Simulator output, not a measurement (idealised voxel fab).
Documented hereafter: the process module known as voxel transistor to metal.
265 nm wide, 5 nm square cells: that's cross-section cut.
Cross-section layout: square cells on a grid; listed as bands, top to bottom; a band spans one or more cell rows. Heads up on the band format: heights come first, top then bottom, in nm. After that it's the materials left to right, each with its width in nm. A single material flagged "everywhere" fills the whole band edge to edge, and "blank" means there's empty space there. Height is counted from the level 0, under which the received wafer is composed throughout of one material. The lowest of the bands is not closed at the bottom but continues downward, in the notation "0 nm and below". The two numbers in a width such as "30 to 40" mark its ends across the band: the first belongs to the top row of cells, the second to the bottom row, and from each row to the next the width moves by the same amount. Any step labelled "no alteration" changed none of the cells in the cross-section. The label "closed voids" introduces a list of the empty spaces, 8 cells or larger, that have no open way up to the top; each entry in it reads width x height at distance, where the distance is taken from the left edge and all three are stated in nm. On each step's line, the part that comes after the settings is the simulator's own comment on the step. If you see "overlay nm" on a step's line and that step has a mask, it's telling you how far right of where it was planned the mask ended up; a negative number means it went left instead.

## Process steps - plan
step 1: op RECEIVE | material Si
step 2: op OXIDIZE | depth nm 5
step 3: op CONFORMAL_DEP | material SiN | thk nm 10
step 4: op PATTERN | tone cover | mask id ACTIVE | material resist | width nm 100 | pitch nm 125 | thk nm 20 | overlay nm 0
step 5: op DIRECTIONAL_ETCH | etch materials SiN | depth nm 10
step 6: op DIRECTIONAL_ETCH | etch materials SiO2 | depth nm 5
step 7: op DIRECTIONAL_ETCH | etch materials Si | depth nm 20
step 8: op STRIP | etch materials resist
step 9: op OXIDIZE | depth nm 5
step 10: op FILL_DEP | material SiO2 | thk nm 10
step 11: op CMP | height nm 10
step 12: op SELECTIVE_ETCH | etch materials SiO2 | depth nm 10
step 13: op STRIP | etch materials SiN
step 14: op SELECTIVE_ETCH | etch materials SiO2 | depth nm 5
step 15: op OXIDIZE | depth nm 5
step 16: op DIRECTIONAL_DEP | material polySi | thk nm 30
step 17: op DIRECTIONAL_DEP | material SiCN | thk nm 10
step 18: op MASKED_ETCH | tone cover | mask id GATE | width nm 20 | pitch nm 125 | etch materials SiCN | depth nm 20 | overlay nm 0
step 19: op MASKED_ETCH | tone cover | mask id GATE | width nm 20 | pitch nm 125 | etch materials polySi | depth nm 40 | overlay nm 0
step 20: op CONFORMAL_DEP | material SiN | thk nm 5
step 21: op DIRECTIONAL_ETCH | etch materials SiN | depth nm 5
step 22: op DIRECTIONAL_ETCH | etch materials SiO2 | depth nm 5
step 23: op EPI | material nSi | thk nm 5
step 24: op FILL_DEP | material SiO2 | thk nm 5
step 25: op CMP | height nm 35
step 26: op DIRECTIONAL_DEP | material SiO2 | thk nm 15
step 27: op MASKED_ETCH | tone open | mask id CONTACT | width nm 15 | etch materials SiO2 | depth nm 55 | overlay nm 0
step 28: op CONFORMAL_DEP | material TiN | thk nm 5
step 29: op FILL_DEP | material W | thk nm 10
step 30: op CMP | height nm 50
step 31: op CONFORMAL_DEP | material SiN | thk nm 5
step 32: op DIRECTIONAL_DEP | material lowk | thk nm 15
step 33: op PATTERN | tone open | mask id METAL_1 | material resist | width nm 15 | thk nm 15 | overlay nm 0
step 34: op DIRECTIONAL_ETCH | etch materials lowk | depth nm 15
step 35: op DIRECTIONAL_ETCH | etch materials SiN | depth nm 5
step 36: op STRIP | etch materials resist
step 37: op CONFORMAL_DEP | material TiN | thk nm 5
step 38: op FILL_DEP | material Ru | thk nm 10
step 39: op CMP | height nm 70
step 40: op EPI | material Ru | thk nm 5
step 41: op FILL_DEP | material SiCN | thk nm 5
step 42: op DIRECTIONAL_DEP | material lowk | thk nm 35
step 43: op DIRECTIONAL_DEP | material aC | thk nm 15
step 44: op PATTERN | tone open | mask id METAL_2 | material resist | width nm 15 | pitch nm 125 | thk nm 30 | overlay nm -15
step 45: op DIRECTIONAL_ETCH | etch materials aC | depth nm 15
step 46: op STRIP | etch materials resist
step 47: op DIRECTIONAL_ETCH | etch materials lowk | depth nm 20
step 48: op STRIP | etch materials aC
step 49: op PATTERN | tone open | mask id METAL_2_HOLES | material resist | width nm 15 | pitch nm 125 | thk nm 15 | overlay nm 0
step 50: op DIRECTIONAL_ETCH | etch materials lowk | depth nm 15
step 51: op DIRECTIONAL_ETCH | etch materials SiCN | depth nm 5
step 52: op STRIP | etch materials resist
step 53: op CONFORMAL_DEP | material TiN | thk nm 5
step 54: op FILL_DEP | material Ru | thk nm 5
step 55: op CMP | height nm 115
step 56: op CONFORMAL_DEP | material SiN | thk nm 5
The wafers in this document start out alike and differ in the overlay nm applied at step 44; the plan shows the value used for the first wafer.

## The first of several wafers as received, shown in cross-section; this is its state after step 1
* 0 nm and below  Si everywhere
* closed voids: none

## Quick key for the table: a row per wafer, taken at the end of the module. For each material it tells you how many cells the wafer gained (+) or lost (-) since it came in, and the closed voids come after
overlay nm -15, +50 Ru, -174 Si, +102 SiCN, +126 SiN, +448 SiO2, +152 TiN, +40 W, +452 lowk, +28 nSi, +48 polySi, closed voids: none
overlay nm -10, +46 Ru, -174 Si, +100 SiCN, +126 SiN, +448 SiO2, +158 TiN, +40 W, +452 lowk, +28 nSi, +48 polySi, closed voids: none
overlay nm -5, +42 Ru, -174 Si, +98 SiCN, +126 SiN, +448 SiO2, +164 TiN, +40 W, +452 lowk, +28 nSi, +48 polySi, closed voids: none
overlay nm 0, +46 Ru, -174 Si, +96 SiCN, +126 SiN, +448 SiO2, +162 TiN, +40 W, +452 lowk, +28 nSi, +48 polySi, closed voids: none
overlay nm 5, +42 Ru, -174 Si, +98 SiCN, +126 SiN, +448 SiO2, +164 TiN, +40 W, +452 lowk, +28 nSi, +48 polySi, closed voids: none
overlay nm 10, +46 Ru, -174 Si, +100 SiCN, +126 SiN, +448 SiO2, +158 TiN, +40 W, +452 lowk, +28 nSi, +48 polySi, closed voids: none
overlay nm 15, +50 Ru, -174 Si, +102 SiCN, +126 SiN, +448 SiO2, +152 TiN, +40 W, +452 lowk, +28 nSi, +48 polySi, closed voids: none
